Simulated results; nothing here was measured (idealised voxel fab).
process module | voxel wiring stack
cross-section cut | 220 nm wide | cells 5 nm
A cross-section is a grid of square cells, given in bands from the top down. A band is one or more rows of cells.
Each band's line starts with the height of the band's top and of its bottom, in nm. Then come its materials from left to right, each with its width in nm. One material with "throughout" fills the band from edge to edge. "air" is empty space.
Height 0 is the level under which the wafer as received is all one material. The lowest band goes on downwards, as in "0 down".
A width such as "30 to 40" changes by the same amount from each row of cells to the next, from the band's top row to its bottom row.
"no change" after a step means that no cell of the cross-section changed.
closed voids: empty space of 8 cells or more with no open way to the top, each as width x height at its distance from the left edge, in nm
after a step's settings: what the simulator itself notes on the step
overlay nm, on a step with a mask: how far to the right of its planned place the mask lay; to the left if negative
plan
1 op RECEIVE | material Si
2 op CONFORMAL_DEP | material SiO2 | thk nm 10
3 op DIRECTIONAL_DEP | material TiN | thk nm 5
4 op DIRECTIONAL_DEP | material Ru | thk nm 15
5 op MASKED_ETCH | tone cover | mask id METAL_1 | width nm 30 | pitch nm 50 | etch materials Ru | depth nm 15 | overlay nm 0
6 op MASKED_ETCH | tone cover | mask id METAL_1 | width nm 30 | pitch nm 50 | etch materials TiN | depth nm 5 | overlay nm 0
7 op FILL_DEP | material lowk | thk nm 5
8 op CMP | height nm 30
9 op CONFORMAL_DEP | material SiCN | thk nm 5
10 op DIRECTIONAL_DEP | material lowk | thk nm 10
11 op MASKED_ETCH | tone open | mask id PLUG_1 | width nm 15 | pitch nm 50 | etch materials lowk | depth nm 10 | overlay nm 0
12 op MASKED_ETCH | tone open | mask id PLUG_1 | width nm 15 | pitch nm 50 | etch materials SiCN | depth nm 5 | overlay nm 0
13 op EPI | material Ru | thk nm 10
14 op EPI | material Ru | thk nm 5
15 op DIRECTIONAL_DEP | material TiN | thk nm 5
16 op DIRECTIONAL_DEP | material Ru | thk nm 20
17 op DIRECTIONAL_DEP | material aC | thk nm 10
18 op PATTERN | tone cover | mask id METAL_2 | material resist | width nm 30 | pitch nm 50 | thk nm 30 | overlay nm 0
19 op DIRECTIONAL_ETCH | etch materials aC | depth nm 10
20 op STRIP | etch materials resist
21 op DIRECTIONAL_ETCH | etch materials Ru | depth nm 20
22 op DIRECTIONAL_ETCH | etch materials TiN | depth nm 5
23 op STRIP | etch materials aC
24 op CONFORMAL_DEP | material SiN | thk nm 5
25 op FILL_DEP | material SiO2 | thk nm 5
26 op CMP | height nm 70
27 op CONFORMAL_DEP | material SiCN | thk nm 5
28 op DIRECTIONAL_DEP | material lowk | thk nm 20
29 op PATTERN | tone open | mask id PLUG_2 | material resist | width nm 15 | pitch nm 50 | thk nm 20 | overlay nm 0
30 op DIRECTIONAL_ETCH | etch materials lowk | depth nm 20
31 op DIRECTIONAL_ETCH | etch materials SiCN | depth nm 5
32 op STRIP | etch materials resist
33 op EPI | material Ru | thk nm 10
34 op EPI | material Ru | thk nm 10
35 op EPI | material Ru | thk nm 5
36 op CONFORMAL_DEP | material SiCN | thk nm 5
37 op DIRECTIONAL_DEP | material lowk | thk nm 25
38 op MASKED_ETCH | tone open | mask id METAL_3 | width nm 30 | pitch nm 50 | etch materials lowk | depth nm 25 | overlay nm 0
39 op MASKED_ETCH | tone open | mask id METAL_3 | width nm 30 | pitch nm 50 | etch materials SiCN | depth nm 5 | overlay nm 0
40 op CONFORMAL_DEP | material TiN | thk nm 5
41 op FILL_DEP | material W | thk nm 5
42 op CMP | height nm 125
43 op EPI | material Ru | thk nm 5
44 op FILL_DEP | material SiCN | thk nm 5
as received, after step 1
  0 down: Si throughout
  closed voids: none
first wafer at the end, as planned
  135 to 130: SiCN throughout
  130 to 125: SiCN 40 | Ru 40 | SiCN 10 | Ru 40 | SiCN 10 | Ru 40 | SiCN 40
  125 to 100: lowk 45 | TiN 5 | W 20 | TiN 5 | lowk 20 | TiN 5 | W 20 | TiN 5 | lowk 20 | TiN 5 | W 20 | TiN 5 | lowk 45
  100 to 95: SiCN 45 | TiN 30 | SiCN 20 | TiN 30 | SiCN 20 | TiN 30 | SiCN 45
  95 to 75: lowk 45 | Ru 15 | lowk 35 | Ru 15 | lowk 35 | Ru 15 | lowk 60
  75 to 70: SiCN 45 | Ru 15 | SiCN 35 | Ru 15 | SiCN 35 | Ru 15 | SiCN 60
  70 to 50: SiO2 40 | SiN 5 | Ru 30 | SiN 5 | SiO2 10 | SiN 5 | Ru 30 | SiN 5 | SiO2 10 | SiN 5 | Ru 30 | SiN 5 | SiO2 40
  50 to 45: SiN 45 | TiN 30 | SiN 20 | TiN 30 | SiN 20 | TiN 30 | SiN 45
  45 to 35: lowk 45 | Ru 15 | lowk 35 | Ru 15 | lowk 35 | Ru 15 | lowk 60
  35 to 30: SiCN 45 | Ru 15 | SiCN 35 | Ru 15 | SiCN 35 | Ru 15 | SiCN 60
  30 to 15: lowk 45 | Ru 30 | lowk 20 | Ru 30 | lowk 20 | Ru 30 | lowk 45
  15 to 10: lowk 45 | TiN 30 | lowk 20 | TiN 30 | lowk 20 | TiN 30 | lowk 45
  10 to 0: SiO2 throughout
  0 down: Si throughout
  closed voids: none
second wafer at the end: like start, like plan, one mistake
  135 to 130: SiCN throughout
  130 to 125: Ru 80 | SiCN 10 | Ru 40 | SiCN 10 | Ru 40 | SiCN 20 | Ru 20
  125 to 105: W 35 | TiN 5 | lowk 5 | TiN 5 | W 20 | TiN 5 | lowk 20 | TiN 5 | W 20 | TiN 5 | lowk 20 | TiN 5 | W 20 | TiN 5 | lowk 30 | TiN 5 | W 10
  105 to 100: TiN 40 | lowk 5 | TiN 5 | W 20 | TiN 5 | lowk 20 | TiN 5 | W 20 | TiN 5 | lowk 20 | TiN 5 | W 20 | TiN 5 | lowk 30 | TiN 15
  100 to 95: lowk 40 | SiCN 5 | TiN 30 | SiCN 20 | TiN 30 | SiCN 20 | TiN 30 | SiCN 30 | lowk 15
  95 to 75: lowk 40 | SiCN 5 | lowk 15 | Ru 35 | lowk 15 | Ru 35 | lowk 15 | Ru 40 | SiCN 5 | lowk 15
  75 to 70: SiCN 60 | Ru 35 | SiCN 15 | Ru 35 | SiCN 15 | Ru 40 | SiCN 20
  70 to 50: SiO2 40 | SiN 5 | Ru 30 | SiN 5 | SiO2 10 | SiN 5 | Ru 30 | SiN 5 | SiO2 10 | SiN 5 | Ru 30 | SiN 5 | SiO2 40
  50 to 45: SiN 45 | TiN 30 | SiN 20 | TiN 30 | SiN 20 | TiN 30 | SiN 45
  45 to 35: lowk 45 | Ru 15 | lowk 35 | Ru 15 | lowk 35 | Ru 15 | lowk 60
  35 to 30: SiCN 45 | Ru 15 | SiCN 35 | Ru 15 | SiCN 35 | Ru 15 | SiCN 60
  30 to 15: lowk 45 | Ru 30 | lowk 20 | Ru 30 | lowk 20 | Ru 30 | lowk 45
  15 to 10: lowk 45 | TiN 30 | lowk 20 | TiN 30 | lowk 20 | TiN 30 | lowk 45
  10 to 0: SiO2 throughout
  0 down: Si throughout
  closed voids: none
what went wrong: step 29 ran as: op PATTERN | tone cover | mask id PLUG_2 | material resist | width nm 15 | pitch nm 50 | thk nm 20 | overlay nm 0
at the end the second wafer has, in cells: 77 more of Ru | 28 fewer of SiCN | 19 more of TiN | 36 more of W | 104 fewer of lowk
